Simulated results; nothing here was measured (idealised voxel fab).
Documented hereafter: the process module known as voxel tone inversion.
For reference, the cross-section in this document is cut, with width 295 nm and square cells of 5 nm.
The cross-sections in this document take the form of a grid made of square cells. They are written out as bands, in order from top to bottom. Each band consists of one or more rows of cells. What a band's entry tells you: where the top is and where the bottom is, as heights in nm, and after that what lies inside, material by material from left to right, each with its width in nm. Empty space is written as the word "air", and a single material marked with the word "everywhere" occupies the band from edge to edge. Heights are measured from 0, the level below which the as-received wafer is all one material; the lowest band has no bottom and continues downward, written as in "0 nm and below". Think of "30..40" as a width that walks from the first number to the second as you go down the band, top row to bottom row, taking equal-sized steps from row to row. A step reported as "no modification" is a step in which no cell of the cross-section changed. Basically, "Enclosed void catalog" tells you about the enclosed voids: empty spaces with no open way to the top, 8 cells or bigger, each written width x height at distance, where distance is from the left edge, all in nm. Past the settings on a step's line: simulator remark, on that step. When a step includes a mask, the "overlay nm" setting on its line states how far to the right of its planned place that mask lay, and negative values state how far to the left.

Set out below are the planned steps of the process:
1) RECEIVE,material Si
2) CONFORMAL_DEP,material SiCN,thk nm 5
3) DIRECTIONAL_DEP,material aC,thk nm 25
4) PATTERN,tone cover,mask id POSTS,material resist,width nm 15,pitch nm 45,thk nm 35,overlay nm 0
5) DIRECTIONAL_ETCH,etch materials aC,depth nm 25
6) STRIP,etch materials resist
7) FILL_DEP,material SiO2,thk nm 5
8) CMP,height nm 30
9) STRIP,etch materials aC

So, the first of our two wafers, run just as we planned it:

Cross-section of the wafer as it came to us, i.e., already through step 1:
* 0 nm and below = Si everywhere
* Enclosed void catalog: none

Cross-section through the wafer, step 2 finished:
* 5 nm to 0 nm = SiCN everywhere
* Anything lower than 0 is untouched.

Cross-section through the wafer, step 3 finished:
* 30 nm to 5 nm = aC everywhere
* Anything lower than 5 is untouched.

Cross-section through the wafer, step 4 finished:
* 65 nm to 30 nm = air (95); resist (15); air (30); resist (15); air (30); resist (15); air (95)
* Anything lower than 30 is untouched.

Cross-section through the wafer, step 5 finished:
* 40 nm to 30 nm = air (95); resist (15); air (30); resist (15); air (30); resist (15); air (95)
* 30 nm to 5 nm = air (95); aC (15); air (30); aC (15); air (30); aC (15); air (95)
* Anything lower than 5 is untouched.

Cross-section through the wafer, step 6 finished:
* 30 nm to 5 nm = air (95); aC (15); air (30); aC (15); air (30); aC (15); air (95)
* Anything lower than 5 is untouched.

Cross-section through the wafer, step 7 finished:
* 35 nm to 30 nm = SiO2 everywhere
* 30 nm to 5 nm = SiO2 (95); aC (15); SiO2 (30); aC (15); SiO2 (30); aC (15); SiO2 (95)
* Anything lower than 5 is untouched.

Cross-section through the wafer, step 8 finished:
* 30 nm to 5 nm = SiO2 (95); aC (15); SiO2 (30); aC (15); SiO2 (30); aC (15); SiO2 (95)
* Anything lower than 5 is untouched.

Cross-section through the wafer, step 9 finished:
* 30 nm to 5 nm = SiO2 (95); air (15); SiO2 (30); air (15); SiO2 (30); air (15); SiO2 (95)
* Anything lower than 5 is untouched.

Wafer two of the pair: same origin, same plan, one error during the run; identical to wafer one up to and including step 2:

Second wafer, cross-section, planned end of step 3:
* 25 nm to 5 nm = aC everywhere
* Anything lower than 5 is untouched.

Second wafer, cross-section, planned end of step 4:
* 60 nm to 25 nm = air (95); resist (15); air (30); resist (15); air (30); resist (15); air (95)
* Anything lower than 25 is untouched.

Second wafer, cross-section, planned end of step 5:
* 35 nm to 25 nm = air (95); resist (15); air (30); resist (15); air (30); resist (15); air (95)
* 25 nm to 5 nm = air (95); aC (15); air (30); aC (15); air (30); aC (15); air (95)
* Anything lower than 5 is untouched.

Second wafer, cross-section, planned end of step 6:
* 25 nm to 5 nm = air (95); aC (15); air (30); aC (15); air (30); aC (15); air (95)
* Anything lower than 5 is untouched.

Second wafer, cross-section, planned end of step 7:
* 30 nm to 25 nm = SiO2 everywhere
* 25 nm to 5 nm = SiO2 (95); aC (15); SiO2 (30); aC (15); SiO2 (30); aC (15); SiO2 (95)
* Anything lower than 5 is untouched.

Second wafer, cross-section, planned end of step 8: no modification

Second wafer, cross-section, planned end of step 9: no modification
Error vs. plan: so step 3 ended up running with a different setting than we planned, it ran as DIRECTIONAL_DEP,material aC,thk nm 20
The closing comparison, in cells, has the second wafer with more or fewer of some materials than the first: SiO2 +9, aC +36
